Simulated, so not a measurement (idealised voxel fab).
The document below concerns the process module designated voxel double patterning.
Shown is cross-section cut, with a width of 190 nm and square cells of size 5 nm.
In what follows, cross-sections appear as grids of square cells, described through bands that run from the top down, where every band is one or more rows of cells.
Per band: top height and bottom height in nm, followed by the left-to-right materials and their widths in nm; "full width" marks a single material spanning edge to edge, "empty" marks empty space.
Height 0 is the level under which the wafer as received is all one material. The lowest band goes on downwards, as in "0 -> down".
Top row gets the first number, bottom row gets the second, and each row in between changes by the same step: that is how a band width like "30->40" works.
"all unchanged", as given for a step, is the statement that not any cell of the cross-section underwent a change during that step.
"Fully sealed cavities" contains a list of empty spaces, each no smaller than 8 cells and without an open way to the top, written in the form width x height at distance with the distance from the left edge and all three in nm.
Note: text after step settings on the step line = simulator remark on that step.
overlay nm, on a step with a mask: how far to the right of its planned place the mask lay; to the left if negative

THE PLANNED PROCESS STEPS ARE ENUMERATED HEREUNDER
1) RECEIVE with material Si
2) CONFORMAL_DEP with material SiO2, thk nm 10
3) DIRECTIONAL_DEP with material polySi, thk nm 5
4) DIRECTIONAL_DEP with material SiN, thk nm 5
5) DIRECTIONAL_DEP with material aC, thk nm 10
6) PATTERN with tone open, mask id FIRST, material resist, width nm 15, pitch nm 50, thk nm 30, overlay nm 0
7) DIRECTIONAL_ETCH with etch materials aC, depth nm 10
8) STRIP with etch materials resist
9) DIRECTIONAL_ETCH with etch materials SiN, depth nm 5
10) STRIP with etch materials aC
11) MASKED_ETCH with tone open, mask id SECOND, width nm 15, pitch nm 50, etch materials SiN, depth nm 5, overlay nm 0
12) DIRECTIONAL_ETCH with etch materials polySi, depth nm 15
13) STRIP with etch materials SiN
Heads up: all these wafers start the same, and what changes between them is the thk nm in step 3. The value you see in the plan is just what the first wafer got.

CROSS-SECTIONAL VIEW OF THE FIRST OF SEVERAL WAFERS IN THE AS-RECEIVED CONDITION, CORRESPONDING TO THE STATE FOLLOWING STEP 1
0 -> down | Si full width
Fully sealed cavities: none

POST STEP 13, THE CLOSING STEP OF THE MODULE: FIRST OF SEVERAL WAFERS, CROSS-SECTIONED
15 -> 10 | polySi=35 / empty=15 / polySi=10 / empty=15 / polySi=10 / empty=15 / polySi=10 / empty=15 / polySi=10 / empty=15 / polySi=40
10 -> 0 | SiO2 full width
0 -> down | Si full width
Fully sealed cavities: none

CROSS-SECTION, MODULE END, FINAL OF SEVERAL WAFERS
40 -> 25 | polySi=35 / empty=15 / polySi=10 / empty=15 / polySi=10 / empty=15 / polySi=10 / empty=15 / polySi=10 / empty=15 / polySi=40
25 -> 10 | polySi full width
10 -> 0 | SiO2 full width
0 -> down | Si full width
Fully sealed cavities: none

QUICK KEY FOR THE TABLE: A ROW PER WAFER, TAKEN AT THE END OF THE MODULE. FOR EACH MATERIAL IT TELLS YOU HOW MANY CELLS THE WAFER GAINED (+) OR LOST (-) SINCE IT CAME IN, AND THE CLOSED VOIDS COME AFTER
thk nm 5; +76 SiO2; +23 polySi; Fully sealed cavities: none
thk nm 10; +76 SiO2; +46 polySi; Fully sealed cavities: none
thk nm 15; +76 SiO2; +69 polySi; Fully sealed cavities: none
thk nm 20; +76 SiO2; +107 polySi; Fully sealed cavities: none
thk nm 25; +76 SiO2; +145 polySi; Fully sealed cavities: none
thk nm 30; +76 SiO2; +183 polySi; Fully sealed cavities: none
